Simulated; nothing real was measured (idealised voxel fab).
Name of the process module below: voxel wiring stack
Section shown: cut. Width: 230 nm. Cell size: 5 nm, square.
Bands, listed from the top down, are how a cross-section gets written in this document; the cross-section itself is a grid of square cells, and a band is one or more rows of them. Band: top height; bottom height; in nm. Then, left to right: material with width in nm, for each material. "edge to edge": a single material spanning edge to edge. "blank": empty space. Note: height 0 marks the level under which the wafer is uniformly one material as received. Lowest band unbounded below, written "0 and below". The two numbers in a width such as "30->40" mark its ends across the band: the first belongs to the top row of cells, the second to the bottom row, and from each row to the next the width moves by the same amount. "changes: none" means the step left every cell of the cross-section as it was. "Enclosed void inventory": sealed empty spaces, 8 cells or more, no open way to top, listed width x height at distance, with distance from the left edge and width, height and distance in nm. after a step's settings: what the simulator itself notes on the step. overlay nm: step with mask; distance mask lay right of planned place; negative value = left of planned place.
**So here's the lineup of process steps we planned**
| 1 | RECEIVE: material Si |
| 2 | CONFORMAL_DEP: material SiO2, thk nm 10 |
| 3 | CONFORMAL_DEP: material SiCN, thk nm 5 |
| 4 | DIRECTIONAL_DEP: material lowk, thk nm 25 |
| 5 | DIRECTIONAL_DEP: material aC, thk nm 10 |
| 6 | PATTERN: tone open, mask id METAL_1, material resist, width nm 30, pitch nm 45, thk nm 25, overlay nm 0 |
| 7 | DIRECTIONAL_ETCH: etch materials aC, depth nm 10 |
| 8 | STRIP: etch materials resist |
| 9 | DIRECTIONAL_ETCH: etch materials lowk, depth nm 25 |
| 10 | DIRECTIONAL_ETCH: etch materials SiCN, depth nm 5 |
| 11 | STRIP: etch materials aC |
| 12 | CONFORMAL_DEP: material TiN, thk nm 5 |
| 13 | FILL_DEP: material Cu, thk nm 5 |
| 14 | CMP: height nm 40 |
| 15 | CONFORMAL_DEP: material SiCN, thk nm 5 |
| 16 | DIRECTIONAL_DEP: material SiO2, thk nm 30 |
| 17 | MASKED_ETCH: tone open, mask id METAL_2, width nm 30, pitch nm 45, etch materials SiO2, depth nm 20, overlay nm 0 |
| 18 | DIRECTIONAL_DEP: material aC, thk nm 15 |
| 19 | PATTERN: tone open, mask id METAL_2_HOLES, material resist, width nm 15, pitch nm 45, thk nm 30, overlay nm 0 |
| 20 | DIRECTIONAL_ETCH: etch materials aC, depth nm 15 |
| 21 | STRIP: etch materials resist |
| 22 | DIRECTIONAL_ETCH: etch materials SiO2, depth nm 10 |
| 23 | DIRECTIONAL_ETCH: etch materials SiCN, depth nm 5 |
| 24 | STRIP: etch materials aC |
| 25 | CONFORMAL_DEP: material TiN, thk nm 5 |
| 26 | FILL_DEP: material Cu, thk nm 10 |
| 27 | CMP: height nm 75 |
| 28 | CONFORMAL_DEP: material SiCN, thk nm 5 |
| 29 | DIRECTIONAL_DEP: material lowk, thk nm 30 |
| 30 | MASKED_ETCH: tone open, mask id METAL_3, width nm 30, pitch nm 45, etch materials lowk, depth nm 20, overlay nm 0 |
| 31 | DIRECTIONAL_DEP: material aC, thk nm 15 |
| 32 | PATTERN: tone open, mask id METAL_3_HOLES, material resist, width nm 15, pitch nm 45, thk nm 30, overlay nm 0 |
| 33 | DIRECTIONAL_ETCH: etch materials aC, depth nm 15 |
| 34 | STRIP: etch materials resist |
| 35 | DIRECTIONAL_ETCH: etch materials lowk, depth nm 10 |
| 36 | DIRECTIONAL_ETCH: etch materials SiCN, depth nm 5 |
| 37 | STRIP: etch materials aC |
| 38 | CONFORMAL_DEP: material TiN, thk nm 5 |
| 39 | FILL_DEP: material Ru, thk nm 5 |
| 40 | CMP: height nm 110 |
| 41 | CONFORMAL_DEP: material SiCN, thk nm 5 |
**Wafer cross-section on receipt, i.e. after step 1**
- 0 and below  Si edge to edge
- Enclosed void inventory: none
**The first of two wafers, cross-sectioned at the end of the module, with the run proceeding as planned**
- 115 down to 110  SiCN edge to edge
- 110 down to 95  30 of lowk / 5 of TiN / 20 of Ru / 5 of TiN / 15 of lowk / 5 of TiN / 20 of Ru / 5 of TiN / 15 of lowk / 5 of TiN / 20 of Ru / 5 of TiN / 15 of lowk / 5 of TiN / 20 of Ru / 5 of TiN / 35 of lowk
- 95 down to 90  30 of lowk / 5 of TiN / 5 of Ru / 20 of TiN / 15 of lowk / 5 of TiN / 5 of Ru / 20 of TiN / 15 of lowk / 5 of TiN / 5 of Ru / 20 of TiN / 15 of lowk / 5 of TiN / 5 of Ru / 20 of TiN / 35 of lowk
- 90 down to 80  30 of lowk / 5 of TiN / 5 of Ru / 5 of TiN / 30 of lowk / 5 of TiN / 5 of Ru / 5 of TiN / 30 of lowk / 5 of TiN / 5 of Ru / 5 of TiN / 30 of lowk / 5 of TiN / 5 of Ru / 5 of TiN / 50 of lowk
- 80 down to 75  30 of SiCN / 15 of TiN / 30 of SiCN / 15 of TiN / 30 of SiCN / 15 of TiN / 30 of SiCN / 15 of TiN / 50 of SiCN
- 75 down to 60  30 of SiO2 / 5 of TiN / 20 of Cu / 5 of TiN / 15 of SiO2 / 5 of TiN / 20 of Cu / 5 of TiN / 15 of SiO2 / 5 of TiN / 20 of Cu / 5 of TiN / 15 of SiO2 / 5 of TiN / 20 of Cu / 5 of TiN / 35 of SiO2
- 60 down to 55  30 of SiO2 / 5 of TiN / 5 of Cu / 20 of TiN / 15 of SiO2 / 5 of TiN / 5 of Cu / 20 of TiN / 15 of SiO2 / 5 of TiN / 5 of Cu / 20 of TiN / 15 of SiO2 / 5 of TiN / 5 of Cu / 20 of TiN / 35 of SiO2
- 55 down to 45  30 of SiO2 / 5 of TiN / 5 of Cu / 5 of TiN / 30 of SiO2 / 5 of TiN / 5 of Cu / 5 of TiN / 30 of SiO2 / 5 of TiN / 5 of Cu / 5 of TiN / 30 of SiO2 / 5 of TiN / 5 of Cu / 5 of TiN / 50 of SiO2
- 45 down to 40  30 of SiCN / 15 of TiN / 30 of SiCN / 15 of TiN / 30 of SiCN / 15 of TiN / 30 of SiCN / 15 of TiN / 50 of SiCN
- 40 down to 15  30 of lowk / 5 of TiN / 20 of Cu / 5 of TiN / 15 of lowk / 5 of TiN / 20 of Cu / 5 of TiN / 15 of lowk / 5 of TiN / 20 of Cu / 5 of TiN / 15 of lowk / 5 of TiN / 20 of Cu / 5 of TiN / 35 of lowk
- 15 down to 10  30 of SiCN / 30 of TiN / 15 of SiCN / 30 of TiN / 15 of SiCN / 30 of TiN / 15 of SiCN / 30 of TiN / 35 of SiCN
- 10 down to 0  SiO2 edge to edge
- 0 and below  Si edge to edge
- Enclosed void inventory: none
**Second wafer of the two, sectioned at the end of the module. It began like the first and followed the same plan, but one mistake was made while running it**
- 115 down to 110  SiCN edge to edge
- 110 down to 95  30 of lowk / 5 of TiN / 20 of Ru / 5 of TiN / 15 of lowk / 5 of TiN / 20 of Ru / 5 of TiN / 15 of lowk / 5 of TiN / 20 of Ru / 5 of TiN / 15 of lowk / 5 of TiN / 20 of Ru / 5 of TiN / 35 of lowk
- 95 down to 90  30 of lowk / 5 of TiN / 5 of Ru / 20 of TiN / 15 of lowk / 5 of TiN / 5 of Ru / 20 of TiN / 15 of lowk / 5 of TiN / 5 of Ru / 20 of TiN / 15 of lowk / 5 of TiN / 5 of Ru / 20 of TiN / 35 of lowk
- 90 down to 80  30 of lowk / 5 of TiN / 5 of Ru / 5 of TiN / 30 of lowk / 5 of TiN / 5 of Ru / 5 of TiN / 30 of lowk / 5 of TiN / 5 of Ru / 5 of TiN / 30 of lowk / 5 of TiN / 5 of Ru / 5 of TiN / 50 of lowk
- 80 down to 75  30 of SiCN / 15 of TiN / 30 of SiCN / 15 of TiN / 30 of SiCN / 15 of TiN / 30 of SiCN / 15 of TiN / 50 of SiCN
- 75 down to 60  30 of SiO2 / 5 of TiN / 20 of Cu / 5 of TiN / 15 of SiO2 / 5 of TiN / 20 of Cu / 5 of TiN / 15 of SiO2 / 5 of TiN / 20 of Cu / 5 of TiN / 15 of SiO2 / 5 of TiN / 20 of Cu / 5 of TiN / 35 of SiO2
- 60 down to 55  30 of SiO2 / 5 of TiN / 5 of Cu / 20 of TiN / 15 of SiO2 / 5 of TiN / 5 of Cu / 20 of TiN / 15 of SiO2 / 5 of TiN / 5 of Cu / 20 of TiN / 15 of SiO2 / 5 of TiN / 5 of Cu / 20 of TiN / 35 of SiO2
- 55 down to 45  30 of SiO2 / 5 of TiN / 5 of Cu / 5 of TiN / 30 of SiO2 / 5 of TiN / 5 of Cu / 5 of TiN / 30 of SiO2 / 5 of TiN / 5 of Cu / 5 of TiN / 30 of SiO2 / 5 of TiN / 5 of Cu / 5 of TiN / 50 of SiO2
- 45 down to 40  30 of SiCN / 15 of TiN / 30 of SiCN / 15 of TiN / 30 of SiCN / 15 of TiN / 30 of SiCN / 15 of TiN / 50 of SiCN
- 40 down to 35  Cu edge to edge
- 35 down to 30  35 of TiN / 20 of Cu / 25 of TiN / 20 of Cu / 25 of TiN / 20 of Cu / 25 of TiN / 20 of Cu / 40 of TiN
- 30 down to 5  30 of lowk / 5 of TiN / 20 of Cu / 5 of TiN / 15 of lowk / 5 of TiN / 20 of Cu / 5 of TiN / 15 of lowk / 5 of TiN / 20 of Cu / 5 of TiN / 15 of lowk / 5 of TiN / 20 of Cu / 5 of TiN / 35 of lowk
- 5 down to 0  30 of SiCN / 30 of TiN / 15 of SiCN / 30 of TiN / 15 of SiCN / 30 of TiN / 15 of SiCN / 30 of TiN / 35 of SiCN
- 0 and below  Si edge to edge
- Enclosed void inventory: none
what went wrong: step 2 of the plan was jumped over and never run
Looking at both finished wafers in cells, the second ends up ahead of or behind the first on some materials: Cu +62 | SiO2 -92 | TiN +30
